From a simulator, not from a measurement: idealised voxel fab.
Module name: voxel self aligned vias (process module)
Cross-section cut: width 210 nm, square cells of 5 nm.
When this document writes out a cross-section, it uses a grid of square cells and lists it as bands, beginning at the top and moving down, with a band standing for one or more rows of cells.
The entry gives the band's vertical extent as a top height and a bottom height in nm, then its horizontal make-up as materials from left to right, each with a width in nm. "air" stands for empty space; a single material marked "full width" fills the band edge to edge.
It should be noted that heights are counted from 0, beneath which the wafer as supplied is of one material throughout, and that the lowest band possesses no lower boundary but continues downward, as written in "z 0 and below".
Width spec "30->40" -> top row of cells at first value, bottom row at second value, equal per-row change in between.
What does "identical to before" mean for a step? It means no cell of the cross-section changed in that step.
"Sealed cavities" contains a list of empty spaces, each no smaller than 8 cells and without an open way to the top, written in the form width x height at distance with the distance from the left edge and all three in nm.
Step line, after settings: the simulator's comment on this step.
overlay nm: mask offset rightward from planned place, masked step; negative means leftward offset.
Everything after this point is organized in pairs: a cross-section before one process step, a cross-section after it that shows only as deep as the lowest changed band, and, under the pair, the intervening step with its settings. Because different runs of this module on the same starting wafer can supply different pairs, a pair continues from the pair above it only if its entry headed "Before processing" says so.

Before processing
- z 0 and below  Si full width
- Sealed cavities: none

Cross-Section Thereafter
- z 15 to 0  SiO2 full width
- Everything under 0 stays put, no change at all.
- Sealed cavities: none
So what happens between those two cross-sections up there? CONFORMAL_DEP with material SiO2, thk nm 15

Before processing: refer to the pair immediately above; the cross-section shown after its step is the state before this one.

Cross-Section Thereafter
- z 20 to 15  SiCN full width
- Everything under 15 stays put, no change at all.
- Sealed cavities: none
So what happens between those two cross-sections up there? CONFORMAL_DEP with material SiCN, thk nm 5

Before processing: refer to the pair immediately above; the cross-section shown after its step is the state before this one.

Cross-Section Thereafter
- z 40 to 20  SiO2 full width
- Everything under 20 stays put, no change at all.
- Sealed cavities: none
So what happens between those two cross-sections up there? DIRECTIONAL_DEP with material SiO2, thk nm 20

Before processing: refer to the pair immediately above; the cross-section shown after its step is the state before this one.

Cross-Section Thereafter
- z 55 to 40  50 nm resist; 30 nm air; 50 nm resist; 30 nm air; 50 nm resist
- Everything under 40 stays put, no change at all.
- Sealed cavities: none
So what happens between those two cross-sections up there? PATTERN with tone open, mask id LINES, material resist, width nm 30, pitch nm 80, thk nm 15, overlay nm 0

Before processing: refer to the pair immediately above; the cross-section shown after its step is the state before this one.

Cross-Section Thereafter
- z 55 to 40  50 nm resist; 30 nm air; 50 nm resist; 30 nm air; 50 nm resist
- z 40 to 20  50 nm SiO2; 30 nm air; 50 nm SiO2; 30 nm air; 50 nm SiO2
- Everything under 20 stays put, no change at all.
- Sealed cavities: none
So what happens between those two cross-sections up there? DIRECTIONAL_ETCH with etch materials SiO2, depth nm 20

Before processing: refer to the pair immediately above; the cross-section shown after its step is the state before this one.

Cross-Section Thereafter
- z 40 to 20  50 nm SiO2; 30 nm air; 50 nm SiO2; 30 nm air; 50 nm SiO2
- Everything under 20 stays put, no change at all.
- Sealed cavities: none
So what happens between those two cross-sections up there? STRIP with etch materials resist

Before processing: refer to the pair immediately above; the cross-section shown after its step is the state before this one.

Cross-Section Thereafter
- z 45 to 40  55 nm TiN; 20 nm air; 60 nm TiN; 20 nm air; 55 nm TiN
- z 40 to 25  50 nm SiO2; 5 nm TiN; 20 nm air; 5 nm TiN; 50 nm SiO2; 5 nm TiN; 20 nm air; 5 nm TiN; 50 nm SiO2
- z 25 to 20  50 nm SiO2; 30 nm TiN; 50 nm SiO2; 30 nm TiN; 50 nm SiO2
- Everything under 20 stays put, no change at all.
- Sealed cavities: none
So what happens between those two cross-sections up there? CONFORMAL_DEP with material TiN, thk nm 5

Before processing: refer to the pair immediately above; the cross-section shown after its step is the state before this one.

Cross-Section Thereafter
- z 50 to 45  Ru full width
- z 45 to 40  55 nm TiN; 20 nm Ru; 60 nm TiN; 20 nm Ru; 55 nm TiN
- z 40 to 25  50 nm SiO2; 5 nm TiN; 20 nm Ru; 5 nm TiN; 50 nm SiO2; 5 nm TiN; 20 nm Ru; 5 nm TiN; 50 nm SiO2
- Everything under 25 stays put, no change at all.
- Sealed cavities: none
So what happens between those two cross-sections up there? FILL_DEP with material Ru, thk nm 5

Before processing: refer to the pair immediately above; the cross-section shown after its step is the state before this one.

Cross-Section Thereafter
- z 40 to 25  50 nm SiO2; 5 nm TiN; 20 nm Ru; 5 nm TiN; 50 nm SiO2; 5 nm TiN; 20 nm Ru; 5 nm TiN; 50 nm SiO2
- Everything under 25 stays put, no change at all.
- Sealed cavities: none
So what happens between those two cross-sections up there? CMP with height nm 40

Before processing: refer to the pair immediately above; the cross-section shown after its step is the state before this one.

Cross-Section Thereafter
- z 40 to 35  50 nm SiO2; 30 nm air; 50 nm SiO2; 30 nm air; 50 nm SiO2
- Everything under 35 stays put, no change at all.
- Sealed cavities: none
So what happens between those two cross-sections up there? SELECTIVE_ETCH with etch materials W Ru TiN, depth nm 5

Before processing: refer to the pair immediately above; the cross-section shown after its step is the state before this one.

Cross-Section Thereafter
- z 50 to 40  SiN full width
- z 40 to 35  50 nm SiO2; 30 nm SiN; 50 nm SiO2; 30 nm SiN; 50 nm SiO2
- Everything under 35 stays put, no change at all.
- Sealed cavities: none
So what happens between those two cross-sections up there? FILL_DEP with material SiN, thk nm 10

Before processing: refer to the pair immediately above; the cross-section shown after its step is the state before this one.

Cross-Section Thereafter
- z 40 to 35  50 nm SiO2; 30 nm SiN; 50 nm SiO2; 30 nm SiN; 50 nm SiO2
- Everything under 35 stays put, no change at all.
- Sealed cavities: none
So what happens between those two cross-sections up there? CMP with height nm 40

Before processing: refer to the pair immediately above; the cross-section shown after its step is the state before this one.

Cross-Section Thereafter
- z 55 to 40  SiO2 full width
- Everything under 40 stays put, no change at all.
- Sealed cavities: none
So what happens between those two cross-sections up there? DIRECTIONAL_DEP with material SiO2, thk nm 15

Before processing: refer to the pair immediately above; the cross-section shown after its step is the state before this one.

Cross-Section Thereafter
- z 55 to 40  40 nm SiO2; 50 nm air; 30 nm SiO2; 50 nm air; 40 nm SiO2
- Everything under 40 stays put, no change at all.
- Sealed cavities: none
So what happens between those two cross-sections up there? MASKED_ETCH with tone open, mask id VIAS, width nm 50, pitch nm 80, etch materials SiO2, depth nm 15, overlay nm 0

Before processing: refer to the pair immediately above; the cross-section shown after its step is the state before this one.

Cross-Section Thereafter
- z 55 to 40  40 nm SiO2; 50 nm air; 30 nm SiO2; 50 nm air; 40 nm SiO2
- z 40 to 35  50 nm SiO2; 30 nm air; 50 nm SiO2; 30 nm air; 50 nm SiO2
- Everything under 35 stays put, no change at all.
- Sealed cavities: none
So what happens between those two cross-sections up there? MASKED_ETCH with tone open, mask id VIAS, width nm 50, pitch nm 80, etch materials SiN, depth nm 5, overlay nm 0

Before processing: refer to the pair immediately above; the cross-section shown after its step is the state before this one.

Cross-Section Thereafter
- z 60 to 55  45 nm TiN; 40 nm air; 40 nm TiN; 40 nm air; 45 nm TiN
- z 55 to 45  40 nm SiO2; 5 nm TiN; 40 nm air; 5 nm TiN; 30 nm SiO2; 5 nm TiN; 40 nm air; 5 nm TiN; 40 nm SiO2
- z 45 to 40  40 nm SiO2; 15 nm TiN; 20 nm air; 15 nm TiN; 30 nm SiO2; 15 nm TiN; 20 nm air; 15 nm TiN; 40 nm SiO2
- z 40 to 35  50 nm SiO2; 30 nm TiN; 50 nm SiO2; 30 nm TiN; 50 nm SiO2
- Everything under 35 stays put, no change at all.
- Sealed cavities: none
So what happens between those two cross-sections up there? CONFORMAL_DEP with material TiN, thk nm 5

Before processing: refer to the pair immediately above; the cross-section shown after its step is the state before this one.

Cross-Section Thereafter
- z 65 to 60  Cu full width
- z 60 to 55  45 nm TiN; 40 nm Cu; 40 nm TiN; 40 nm Cu; 45 nm TiN
- z 55 to 45  40 nm SiO2; 5 nm TiN; 40 nm Cu; 5 nm TiN; 30 nm SiO2; 5 nm TiN; 40 nm Cu; 5 nm TiN; 40 nm SiO2
- z 45 to 40  40 nm SiO2; 15 nm TiN; 20 nm Cu; 15 nm TiN; 30 nm SiO2; 15 nm TiN; 20 nm Cu; 15 nm TiN; 40 nm SiO2
- Everything under 40 stays put, no change at all.
- Sealed cavities: none
So what happens between those two cross-sections up there? FILL_DEP with material Cu, thk nm 5

Before processing: refer to the pair immediately above; the cross-section shown after its step is the state before this one.

Cross-Section Thereafter
- z 55 to 45  40 nm SiO2; 5 nm TiN; 40 nm Cu; 5 nm TiN; 30 nm SiO2; 5 nm TiN; 40 nm Cu; 5 nm TiN; 40 nm SiO2
- Everything under 45 stays put, no change at all.
- Sealed cavities: none
So what happens between those two cross-sections up there? CMP with height nm 55

Before processing: refer to the pair immediately above; the cross-section shown after its step is the state before this one.

Cross-Section Thereafter
- z 60 to 55  SiCN full width
- Everything under 55 stays put, no change at all.
- Sealed cavities: none
So what happens between those two cross-sections up there? CONFORMAL_DEP with material SiCN, thk nm 5

Before processing
- z 15 to 0  SiO2 full width
- z 0 and below  Si full width
- Sealed cavities: none

Cross-Section Thereafter
- z 35 to 0  SiO2 full width
- Everything under 0 stays put, no change at all.
- Sealed cavities: none
So what happens between those two cross-sections up there? DIRECTIONAL_DEP with material SiO2, thk nm 20

Before processing: refer to the pair immediately above; the cross-section shown after its step is the state before this one.

Cross-Section Thereafter
- z 50 to 35  50 nm resist; 30 nm air; 50 nm resist; 30 nm air; 50 nm resist
- Everything under 35 stays put, no change at all.
- Sealed cavities: none
So what happens between those two cross-sections up there? PATTERN with tone open, mask id LINES, material resist, width nm 30, pitch nm 80, thk nm 15, overlay nm 0

Before processing: refer to the pair immediately above; the cross-section shown after its step is the state before this one.

Cross-Section Thereafter
- z 50 to 35  50 nm resist; 30 nm air; 50 nm resist; 30 nm air; 50 nm resist
- z 35 to 15  50 nm SiO2; 30 nm air; 50 nm SiO2; 30 nm air; 50 nm SiO2
- Everything under 15 stays put, no change at all.
- Sealed cavities: none
So what happens between those two cross-sections up there? DIRECTIONAL_ETCH with etch materials SiO2, depth nm 20

Before processing: refer to the pair immediately above; the cross-section shown after its step is the state before this one.

Cross-Section Thereafter
- z 35 to 15  50 nm SiO2; 30 nm air; 50 nm SiO2; 30 nm air; 50 nm SiO2
- Everything under 15 stays put, no change at all.
- Sealed cavities: none
So what happens between those two cross-sections up there? STRIP with etch materials resist

Before processing: refer to the pair immediately above; the cross-section shown after its step is the state before this one.

Cross-Section Thereafter
- z 40 to 35  55 nm TiN; 20 nm air; 60 nm TiN; 20 nm air; 55 nm TiN
- z 35 to 20  50 nm SiO2; 5 nm TiN; 20 nm air; 5 nm TiN; 50 nm SiO2; 5 nm TiN; 20 nm air; 5 nm TiN; 50 nm SiO2
- z 20 to 15  50 nm SiO2; 30 nm TiN; 50 nm SiO2; 30 nm TiN; 50 nm SiO2
- Everything under 15 stays put, no change at all.
- Sealed cavities: none
So what happens between those two cross-sections up there? CONFORMAL_DEP with material TiN, thk nm 5

Before processing: refer to the pair immediately above; the cross-section shown after its step is the state before this one.

Cross-Section Thereafter
- z 45 to 40  Ru full width
- z 40 to 35  55 nm TiN; 20 nm Ru; 60 nm TiN; 20 nm Ru; 55 nm TiN
- z 35 to 20  50 nm SiO2; 5 nm TiN; 20 nm Ru; 5 nm TiN; 50 nm SiO2; 5 nm TiN; 20 nm Ru; 5 nm TiN; 50 nm SiO2
- Everything under 20 stays put, no change at all.
- Sealed cavities: none
So what happens between those two cross-sections up there? FILL_DEP with material Ru, thk nm 5

Before processing: refer to the pair immediately above; the cross-section shown after its step is the state before this one.

Cross-Section Thereafter
- z 40 to 35  55 nm TiN; 20 nm Ru; 60 nm TiN; 20 nm Ru; 55 nm TiN
- Everything under 35 stays put, no change at all.
- Sealed cavities: none
So what happens between those two cross-sections up there? CMP with height nm 40

Before processing: refer to the pair immediately above; the cross-section shown after its step is the state before this one.

Cross-Section Thereafter
- z 35 to 20  50 nm SiO2; 5 nm TiN; 20 nm Ru; 5 nm TiN; 50 nm SiO2; 5 nm TiN; 20 nm Ru; 5 nm TiN; 50 nm SiO2
- Everything under 20 stays put, no change at all.
- Sealed cavities: none
So what happens between those two cross-sections up there? SELECTIVE_ETCH with etch materials W Ru TiN, depth nm 5

Before processing: refer to the pair immediately above; the cross-section shown after its step is the state before this one.

Cross-Section Thereafter
- z 45 to 35  SiN full width
- Everything under 35 stays put, no change at all.
- Sealed cavities: none
So what happens between those two cross-sections up there? FILL_DEP with material SiN, thk nm 10

Before processing: refer to the pair immediately above; the cross-section shown after its step is the state before this one.

Cross-Section Thereafter
- z 40 to 35  SiN full width
- Everything under 35 stays put, no change at all.
- Sealed cavities: none
So what happens between those two cross-sections up there? CMP with height nm 40

Before processing: refer to the pair immediately above; the cross-section shown after its step is the state before this one.

Cross-Section Thereafter
- z 55 to 40  SiO2 full width
- Everything under 40 stays put, no change at all.
- Sealed cavities: none
So what happens between those two cross-sections up there? DIRECTIONAL_DEP with material SiO2, thk nm 15

Before processing: refer to the pair immediately above; the cross-section shown after its step is the state before this one.

Cross-Section Thereafter
- z 55 to 40  40 nm SiO2; 50 nm air; 30 nm SiO2; 50 nm air; 40 nm SiO2
- Everything under 40 stays put, no change at all.
- Sealed cavities: none
So what happens between those two cross-sections up there? MASKED_ETCH with tone open, mask id VIAS, width nm 50, pitch nm 80, etch materials SiO2, depth nm 15, overlay nm 0

Before processing: refer to the pair immediately above; the cross-section shown after its step is the state before this one.

Cross-Section Thereafter
- z 55 to 40  40 nm SiO2; 50 nm air; 30 nm SiO2; 50 nm air; 40 nm SiO2
- z 40 to 35  40 nm SiN; 50 nm air; 30 nm SiN; 50 nm air; 40 nm SiN
- Everything under 35 stays put, no change at all.
- Sealed cavities: none
So what happens between those two cross-sections up there? MASKED_ETCH with tone open, mask id VIAS, width nm 50, pitch nm 80, etch materials SiN, depth nm 5, overlay nm 0

Before processing: refer to the pair immediately above; the cross-section shown after its step is the state before this one.

Cross-Section Thereafter
- z 60 to 55  45 nm TiN; 40 nm air; 40 nm TiN; 40 nm air; 45 nm TiN
- z 55 to 40  40 nm SiO2; 5 nm TiN; 40 nm air; 5 nm TiN; 30 nm SiO2; 5 nm TiN; 40 nm air; 5 nm TiN; 40 nm SiO2
- z 40 to 35  40 nm SiN; 50 nm TiN; 30 nm SiN; 50 nm TiN; 40 nm SiN
- Everything under 35 stays put, no change at all.
- Sealed cavities: none
So what happens between those two cross-sections up there? CONFORMAL_DEP with material TiN, thk nm 5

Before processing: refer to the pair immediately above; the cross-section shown after its step is the state before this one.

Cross-Section Thereafter
- z 65 to 60  Cu full width
- z 60 to 55  45 nm TiN; 40 nm Cu; 40 nm TiN; 40 nm Cu; 45 nm TiN
- z 55 to 40  40 nm SiO2; 5 nm TiN; 40 nm Cu; 5 nm TiN; 30 nm SiO2; 5 nm TiN; 40 nm Cu; 5 nm TiN; 40 nm SiO2
- Everything under 40 stays put, no change at all.
- Sealed cavities: none
So what happens between those two cross-sections up there? FILL_DEP with material Cu, thk nm 5

Before processing: refer to the pair immediately above; the cross-section shown after its step is the state before this one.

Cross-Section Thereafter
- z 55 to 40  40 nm SiO2; 5 nm TiN; 40 nm Cu; 5 nm TiN; 30 nm SiO2; 5 nm TiN; 40 nm Cu; 5 nm TiN; 40 nm SiO2
- Everything under 40 stays put, no change at all.
- Sealed cavities: none
So what happens between those two cross-sections up there? CMP with height nm 55

Before processing: refer to the pair immediately above; the cross-section shown after its step is the state before this one.

Cross-Section Thereafter
- z 60 to 55  SiCN full width
- Everything under 55 stays put, no change at all.
- Sealed cavities: none
So what happens between those two cross-sections up there? CONFORMAL_DEP with material SiCN, thk nm 5

Before processing
- z 55 to 40  40 nm SiO2; 50 nm air; 30 nm SiO2; 50 nm air; 40 nm SiO2
- z 40 to 35  50 nm SiO2; 30 nm SiN; 50 nm SiO2; 30 nm SiN; 50 nm SiO2
- z 35 to 25  50 nm SiO2; 5 nm TiN; 20 nm Ru; 5 nm TiN; 50 nm SiO2; 5 nm TiN; 20 nm Ru; 5 nm TiN; 50 nm SiO2
- z 25 to 20  50 nm SiO2; 30 nm TiN; 50 nm SiO2; 30 nm TiN; 50 nm SiO2
- z 20 to 15  SiCN full width
- z 15 to 0  SiO2 full width
- z 0 and below  Si full width
- Sealed cavities: none

Cross-Section Thereafter
- z 55 to 40  40 nm SiO2; 50 nm air; 30 nm SiO2; 50 nm air; 40 nm SiO2
- z 40 to 35  40 nm SiO2; 10 nm air; 30 nm SiN; 10 nm air; 30 nm SiO2; 10 nm air; 30 nm SiN; 10 nm air; 40 nm SiO2
- z 35 to 25  40 nm SiO2; 10 nm air; 5 nm TiN; 20 nm Ru; 5 nm TiN; 10 nm air; 30 nm SiO2; 10 nm air; 5 nm TiN; 20 nm Ru; 5 nm TiN; 10 nm air; 40 nm SiO2
- Everything under 25 stays put, no change at all.
- Sealed cavities: none
So what happens between those two cross-sections up there? MASKED_ETCH with tone open, mask id VIAS, width nm 50, pitch nm 80, etch materials SiO2, depth nm 15, overlay nm 0

Before processing: refer to the pair immediately above; the cross-section shown after its step is the state before this one.

Cross-Section Thereafter
- z 55 to 35  40 nm SiO2; 50 nm air; 30 nm SiO2; 50 nm air; 40 nm SiO2
- Everything under 35 stays put, no change at all.
- Sealed cavities: none
So what happens between those two cross-sections up there? MASKED_ETCH with tone open, mask id VIAS, width nm 50, pitch nm 80, etch materials SiN, depth nm 5, overlay nm 0

Before processing: refer to the pair immediately above; the cross-section shown after its step is the state before this one.

Cross-Section Thereafter
- z 60 to 55  45 nm TiN; 40 nm air; 40 nm TiN; 40 nm air; 45 nm TiN
- z 55 to 40  40 nm SiO2; 5 nm TiN; 40 nm air; 5 nm TiN; 30 nm SiO2; 5 nm TiN; 40 nm air; 5 nm TiN; 40 nm SiO2
- z 40 to 35  40 nm SiO2; 50 nm TiN; 30 nm SiO2; 50 nm TiN; 40 nm SiO2
- z 35 to 25  40 nm SiO2; 15 nm TiN; 20 nm Ru; 15 nm TiN; 30 nm SiO2; 15 nm TiN; 20 nm Ru; 15 nm TiN; 40 nm SiO2
- Everything under 25 stays put, no change at all.
- Sealed cavities: none
So what happens between those two cross-sections up there? CONFORMAL_DEP with material TiN, thk nm 5

Before processing: refer to the pair immediately above; the cross-section shown after its step is the state before this one.

Cross-Section Thereafter
- z 65 to 60  Cu full width
- z 60 to 55  45 nm TiN; 40 nm Cu; 40 nm TiN; 40 nm Cu; 45 nm TiN
- z 55 to 40  40 nm SiO2; 5 nm TiN; 40 nm Cu; 5 nm TiN; 30 nm SiO2; 5 nm TiN; 40 nm Cu; 5 nm TiN; 40 nm SiO2
- Everything under 40 stays put, no change at all.
- Sealed cavities: none
So what happens between those two cross-sections up there? FILL_DEP with material Cu, thk nm 5

Before processing: refer to the pair immediately above; the cross-section shown after its step is the state before this one.

Cross-Section Thereafter
- z 55 to 40  40 nm SiO2; 5 nm TiN; 40 nm Cu; 5 nm TiN; 30 nm SiO2; 5 nm TiN; 40 nm Cu; 5 nm TiN; 40 nm SiO2
- Everything under 40 stays put, no change at all.
- Sealed cavities: none
So what happens between those two cross-sections up there? CMP with height nm 55

Before processing: refer to the pair immediately above; the cross-section shown after its step is the state before this one.

Cross-Section Thereafter
- z 60 to 55  SiCN full width
- Everything under 55 stays put, no change at all.
- Sealed cavities: none
So what happens between those two cross-sections up there? CONFORMAL_DEP with material SiCN, thk nm 5

Before processing
- z 0 and below  Si full width
- Sealed cavities: none

Cross-Section Thereafter
- z 5 to 0  SiCN full width
- Everything under 0 stays put, no change at all.
- Sealed cavities: none
So what happens between those two cross-sections up there? CONFORMAL_DEP with material SiCN, thk nm 5

Before processing: refer to the pair immediately above; the cross-section shown after its step is the state before this one.

Cross-Section Thereafter
- z 20 to 5  SiO2 full width
- Everything under 5 stays put, no change at all.
- Sealed cavities: none
So what happens between those two cross-sections up there? CONFORMAL_DEP with material SiO2, thk nm 15

Before processing: refer to the pair immediately above; the cross-section shown after its step is the state before this one.

Cross-Section Thereafter
- z 40 to 5  SiO2 full width
- Everything under 5 stays put, no change at all.
- Sealed cavities: none
So what happens between those two cross-sections up there? DIRECTIONAL_DEP with material SiO2, thk nm 20

Before processing: refer to the pair immediately above; the cross-section shown after its step is the state before this one.

Cross-Section Thereafter
- z 55 to 40  50 nm resist; 30 nm air; 50 nm resist; 30 nm air; 50 nm resist
- Everything under 40 stays put, no change at all.
- Sealed cavities: none
So what happens between those two cross-sections up there? PATTERN with tone open, mask id LINES, material resist, width nm 30, pitch nm 80, thk nm 15, overlay nm 0

Before processing: refer to the pair immediately above; the cross-section shown after its step is the state before this one.

Cross-Section Thereafter
- z 55 to 40  50 nm resist; 30 nm air; 50 nm resist; 30 nm air; 50 nm resist
- z 40 to 20  50 nm SiO2; 30 nm air; 50 nm SiO2; 30 nm air; 50 nm SiO2
- Everything under 20 stays put, no change at all.
- Sealed cavities: none
So what happens between those two cross-sections up there? DIRECTIONAL_ETCH with etch materials SiO2, depth nm 20

Before processing: refer to the pair immediately above; the cross-section shown after its step is the state before this one.

Cross-Section Thereafter
- z 40 to 20  50 nm SiO2; 30 nm air; 50 nm SiO2; 30 nm air; 50 nm SiO2
- Everything under 20 stays put, no change at all.
- Sealed cavities: none
So what happens between those two cross-sections up there? STRIP with etch materials resist

Before processing: refer to the pair immediately above; the cross-section shown after its step is the state before this one.

Cross-Section Thereafter
- z 45 to 40  55 nm TiN; 20 nm air; 60 nm TiN; 20 nm air; 55 nm TiN
- z 40 to 25  50 nm SiO2; 5 nm TiN; 20 nm air; 5 nm TiN; 50 nm SiO2; 5 nm TiN; 20 nm air; 5 nm TiN; 50 nm SiO2
- z 25 to 20  50 nm SiO2; 30 nm TiN; 50 nm SiO2; 30 nm TiN; 50 nm SiO2
- Everything under 20 stays put, no change at all.
- Sealed cavities: none
So what happens between those two cross-sections up there? CONFORMAL_DEP with material TiN, thk nm 5

Before processing: refer to the pair immediately above; the cross-section shown after its step is the state before this one.

Cross-Section Thereafter
- z 50 to 45  Ru full width
- z 45 to 40  55 nm TiN; 20 nm Ru; 60 nm TiN; 20 nm Ru; 55 nm TiN
- z 40 to 25  50 nm SiO2; 5 nm TiN; 20 nm Ru; 5 nm TiN; 50 nm SiO2; 5 nm TiN; 20 nm Ru; 5 nm TiN; 50 nm SiO2
- Everything under 25 stays put, no change at all.
- Sealed cavities: none
So what happens between those two cross-sections up there? FILL_DEP with material Ru, thk nm 5

Before processing: refer to the pair immediately above; the cross-section shown after its step is the state before this one.

Cross-Section Thereafter
- z 40 to 25  50 nm SiO2; 5 nm TiN; 20 nm Ru; 5 nm TiN; 50 nm SiO2; 5 nm TiN; 20 nm Ru; 5 nm TiN; 50 nm SiO2
- Everything under 25 stays put, no change at all.
- Sealed cavities: none
So what happens between those two cross-sections up there? CMP with height nm 40

Before processing: refer to the pair immediately above; the cross-section shown after its step is the state before this one.

Cross-Section Thereafter
- z 40 to 35  50 nm SiO2; 30 nm air; 50 nm SiO2; 30 nm air; 50 nm SiO2
- Everything under 35 stays put, no change at all.
- Sealed cavities: none
So what happens between those two cross-sections up there? SELECTIVE_ETCH with etch materials W Ru TiN, depth nm 5

Before processing: refer to the pair immediately above; the cross-section shown after its step is the state before this one.

Cross-Section Thereafter
- z 50 to 40  SiN full width
- z 40 to 35  50 nm SiO2; 30 nm SiN; 50 nm SiO2; 30 nm SiN; 50 nm SiO2
- Everything under 35 stays put, no change at all.
- Sealed cavities: none
So what happens between those two cross-sections up there? FILL_DEP with material SiN, thk nm 10

Before processing: refer to the pair immediately above; the cross-section shown after its step is the state before this one.

Cross-Section Thereafter
- z 40 to 35  50 nm SiO2; 30 nm SiN; 50 nm SiO2; 30 nm SiN; 50 nm SiO2
- Everything under 35 stays put, no change at all.
- Sealed cavities: none
So what happens between those two cross-sections up there? CMP with height nm 40

Before processing: refer to the pair immediately above; the cross-section shown after its step is the state before this one.

Cross-Section Thereafter
- z 55 to 40  SiO2 full width
- Everything under 40 stays put, no change at all.
- Sealed cavities: none
So what happens between those two cross-sections up there? DIRECTIONAL_DEP with material SiO2, thk nm 15

Before processing: refer to the pair immediately above; the cross-section shown after its step is the state before this one.

Cross-Section Thereafter
- z 55 to 40  40 nm SiO2; 50 nm air; 30 nm SiO2; 50 nm air; 40 nm SiO2
- Everything under 40 stays put, no change at all.
- Sealed cavities: none
So what happens between those two cross-sections up there? MASKED_ETCH with tone open, mask id VIAS, width nm 50, pitch nm 80, etch materials SiO2, depth nm 15, overlay nm 0

Before processing: refer to the pair immediately above; the cross-section shown after its step is the state before this one.

Cross-Section Thereafter
- z 55 to 40  40 nm SiO2; 50 nm air; 30 nm SiO2; 50 nm air; 40 nm SiO2
- z 40 to 35  50 nm SiO2; 30 nm air; 50 nm SiO2; 30 nm air; 50 nm SiO2
- Everything under 35 stays put, no change at all.
- Sealed cavities: none
So what happens between those two cross-sections up there? MASKED_ETCH with tone open, mask id VIAS, width nm 50, pitch nm 80, etch materials SiN, depth nm 5, overlay nm 0

Before processing: refer to the pair immediately above; the cross-section shown after its step is the state before this one.

Cross-Section Thereafter
- z 60 to 55  45 nm TiN; 40 nm air; 40 nm TiN; 40 nm air; 45 nm TiN
- z 55 to 45  40 nm SiO2; 5 nm TiN; 40 nm air; 5 nm TiN; 30 nm SiO2; 5 nm TiN; 40 nm air; 5 nm TiN; 40 nm SiO2
- z 45 to 40  40 nm SiO2; 15 nm TiN; 20 nm air; 15 nm TiN; 30 nm SiO2; 15 nm TiN; 20 nm air; 15 nm TiN; 40 nm SiO2
- z 40 to 35  50 nm SiO2; 30 nm TiN; 50 nm SiO2; 30 nm TiN; 50 nm SiO2
- Everything under 35 stays put, no change at all.
- Sealed cavities: none
So what happens between those two cross-sections up there? CONFORMAL_DEP with material TiN, thk nm 5

Before processing: refer to the pair immediately above; the cross-section shown after its step is the state before this one.

Cross-Section Thereafter
- z 65 to 60  Cu full width
- z 60 to 55  45 nm TiN; 40 nm Cu; 40 nm TiN; 40 nm Cu; 45 nm TiN
- z 55 to 45  40 nm SiO2; 5 nm TiN; 40 nm Cu; 5 nm TiN; 30 nm SiO2; 5 nm TiN; 40 nm Cu; 5 nm TiN; 40 nm SiO2
- z 45 to 40  40 nm SiO2; 15 nm TiN; 20 nm Cu; 15 nm TiN; 30 nm SiO2; 15 nm TiN; 20 nm Cu; 15 nm TiN; 40 nm SiO2
- Everything under 40 stays put, no change at all.
- Sealed cavities: none
So what happens between those two cross-sections up there? FILL_DEP with material Cu, thk nm 5

Before processing: refer to the pair immediately above; the cross-section shown after its step is the state before this one.

Cross-Section Thereafter
- z 55 to 45  40 nm SiO2; 5 nm TiN; 40 nm Cu; 5 nm TiN; 30 nm SiO2; 5 nm TiN; 40 nm Cu; 5 nm TiN; 40 nm SiO2
- Everything under 45 stays put, no change at all.
- Sealed cavities: none
So what happens between those two cross-sections up there? CMP with height nm 55

Before processing: refer to the pair immediately above; the cross-section shown after its step is the state before this one.

Cross-Section Thereafter
- z 60 to 55  SiCN full width
- Everything under 55 stays put, no change at all.
- Sealed cavities: none
So what happens between those two cross-sections up there? CONFORMAL_DEP with material SiCN, thk nm 5

Before processing
- z 50 to 40  SiN full width
- z 40 to 35  50 nm SiO2; 30 nm SiN; 50 nm SiO2; 30 nm SiN; 50 nm SiO2
- z 35 to 25  50 nm SiO2; 5 nm TiN; 20 nm Ru; 5 nm TiN; 50 nm SiO2; 5 nm TiN; 20 nm Ru; 5 nm TiN; 50 nm SiO2
- z 25 to 20  50 nm SiO2; 30 nm TiN; 50 nm SiO2; 30 nm TiN; 50 nm SiO2
- z 20 to 15  SiCN full width
- z 15 to 0  SiO2 full width
- z 0 and below  Si full width
- Sealed cavities: none

Cross-Section Thereafter
- z 30 to 25  50 nm SiO2; 5 nm TiN; 20 nm Ru; 5 nm TiN; 50 nm SiO2; 5 nm TiN; 20 nm Ru; 5 nm TiN; 50 nm SiO2
- Everything under 25 stays put, no change at all.
- Sealed cavities: none
So what happens between those two cross-sections up there? CMP with height nm 30

Before processing: refer to the pair immediately above; the cross-section shown after its step is the state before this one.

Cross-Section Thereafter
- z 45 to 30  SiO2 full width
- Everything under 30 stays put, no change at all.
- Sealed cavities: none
So what happens between those two cross-sections up there? DIRECTIONAL_DEP with material SiO2, thk nm 15

Before processing: refer to the pair immediately above; the cross-section shown after its step is the state before this one.

Cross-Section Thereafter
- z 45 to 30  40 nm SiO2; 50 nm air; 30 nm SiO2; 50 nm air; 40 nm SiO2
- Everything under 30 stays put, no change at all.
- Sealed cavities: none
So what happens between those two cross-sections up there? MASKED_ETCH with tone open, mask id VIAS, width nm 50, pitch nm 80, etch materials SiO2, depth nm 15, overlay nm 0

Before processing: refer to the pair immediately above; the cross-section shown after its step is the state before this one.

Cross-Section Thereafter
- z 50 to 45  45 nm TiN; 40 nm air; 40 nm TiN; 40 nm air; 45 nm TiN
- z 45 to 35  40 nm SiO2; 5 nm TiN; 40 nm air; 5 nm TiN; 30 nm SiO2; 5 nm TiN; 40 nm air; 5 nm TiN; 40 nm SiO2
- z 35 to 30  40 nm SiO2; 50 nm TiN; 30 nm SiO2; 50 nm TiN; 40 nm SiO2
- Everything under 30 stays put, no change at all.
- Sealed cavities: none
So what happens between those two cross-sections up there? CONFORMAL_DEP with material TiN, thk nm 5

Before processing: refer to the pair immediately above; the cross-section shown after its step is the state before this one.

Cross-Section Thereafter
- z 55 to 50  Cu full width
- z 50 to 45  45 nm TiN; 40 nm Cu; 40 nm TiN; 40 nm Cu; 45 nm TiN
- z 45 to 35  40 nm SiO2; 5 nm TiN; 40 nm Cu; 5 nm TiN; 30 nm SiO2; 5 nm TiN; 40 nm Cu; 5 nm TiN; 40 nm SiO2
- Everything under 35 stays put, no change at all.
- Sealed cavities: none
So what happens between those two cross-sections up there? FILL_DEP with material Cu, thk nm 5

Before processing: refer to the pair immediately above; the cross-section shown after its step is the state before this one.

Cross-Section Thereafter
- z 60 to 55  SiCN full width
- Everything under 55 stays put, no change at all.
- Sealed cavities: none
So what happens between those two cross-sections up there? CONFORMAL_DEP with material SiCN, thk nm 5
